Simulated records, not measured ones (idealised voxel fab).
The following process module bears the name voxel gate over fins.
FYI the section here is cut, 240 nm wide, cells are 5 nm squares.
A cross-section in this document is a grid of square cells, and it is written down as bands, the top band listed before the ones below it; a band is made up of one or more rows of cells.
Band: top and bottom heights (nm) first, top before bottom; then materials from left to right, widths in nm. "edge to edge" marks a sole material filling the band edge to edge. "blank" denotes empty space.
Heights are expressed relative to 0, this being the level below which the as-received wafer comprises one material exclusively. The lowest band is unbounded in the downward direction and is denoted as in "0..down".
Width spec "30 to 40" -> top row of cells at first value, bottom row at second value, equal per-row change in between.
You'll sometimes find "no modification" written for a step, and that's the way of saying that nowhere in the cross-section did a cell change during that step.
Entry "Closed void entries". Content: empty spaces with no open connection to the top, size 8 cells or greater. Each: width x height at distance. Distance: from left edge. Unit: nm.
Anything after a step's settings on that line? It's the simulator's own note about the step.
Steps that use a mask can have "overlay nm" on their line. It says how far the mask sat to the right of where it was meant to be. Negative means to the left.

HERE'S WHAT THE PLANNED PROCESS STEPS LOOK LIKE
| 1 | RECEIVE: material Si |
| 2 | CONFORMAL_DEP: material SiN, thk nm 10 |
| 3 | PATTERN: tone cover, mask id FINS, material resist, width nm 15, pitch nm 60, thk nm 20, overlay nm 0 |
| 4 | DIRECTIONAL_ETCH: etch materials SiN, depth nm 10 |
| 5 | DIRECTIONAL_ETCH: etch materials Si, depth nm 40 |
| 6 | STRIP: etch materials resist |
| 7 | OXIDIZE: depth nm 5 |
| 8 | FILL_DEP: material SiO2, thk nm 15 |
| 9 | CMP: height nm 10 |
| 10 | PATTERN: tone open, mask id RAIL, material resist, width nm 15, thk nm 15, overlay nm 0 |
| 11 | DIRECTIONAL_ETCH: etch materials SiO2, depth nm 45 |
| 12 | STRIP: etch materials resist |
| 13 | CONFORMAL_DEP: material TiN, thk nm 5 |
| 14 | FILL_DEP: material Ru, thk nm 10 |
| 15 | CMP: height nm 10 |
| 16 | SELECTIVE_ETCH: etch materials W Ru TiN, depth nm 30 |
| 17 | FILL_DEP: material SiO2, thk nm 5 |
| 18 | CMP: height nm 10 |
| 19 | SELECTIVE_ETCH: etch materials SiO2, depth nm 20 |
| 20 | STRIP: etch materials SiN |
| 21 | CONFORMAL_DEP: material HfO2, thk nm 5 |
| 22 | CONFORMAL_DEP: material TiN, thk nm 5 |
| 23 | CONFORMAL_DEP: material TiAl, thk nm 5 |
| 24 | CONFORMAL_DEP: material TiN, thk nm 5 |
| 25 | FILL_DEP: material W, thk nm 15 |
| 26 | CMP: height nm 30 |
| 27 | CONFORMAL_DEP: material SiN, thk nm 5 |
The plan's step 3 width nm is the first wafer's value; the wafers differ in this setting and start identical.

AS-RECEIVED STATE AFTER STEP 1, FIRST OF SEVERAL WAFERS, CROSS-SECTION
- 0..down: Si edge to edge
- Closed void entries: none

TAKE ANY ROW AND YOU HAVE A WAFER AT THE END OF THE MODULE: HOW MANY CELLS OF EACH MATERIAL IT HAS GAINED (+) OR LOST (-) SINCE IT WAS RECEIVED, AND THEN ITS CLOSED VOIDS
width nm 15; +60 HfO2; +2 Ru; -405 Si; +48 SiN; +306 SiO2; +60 TiAl; +127 TiN; +138 W; Closed void entries: none
width nm 20; +60 HfO2; +2 Ru; -378 Si; +48 SiN; +285 SiO2; +60 TiAl; +127 TiN; +132 W; Closed void entries: none
width nm 25; +60 HfO2; +2 Ru; -351 Si; +48 SiN; +264 SiO2; +60 TiAl; +127 TiN; +126 W; Closed void entries: none
width nm 30; +60 HfO2; +2 Ru; -324 Si; +48 SiN; +243 SiO2; +60 TiAl; +127 TiN; +120 W; Closed void entries: none
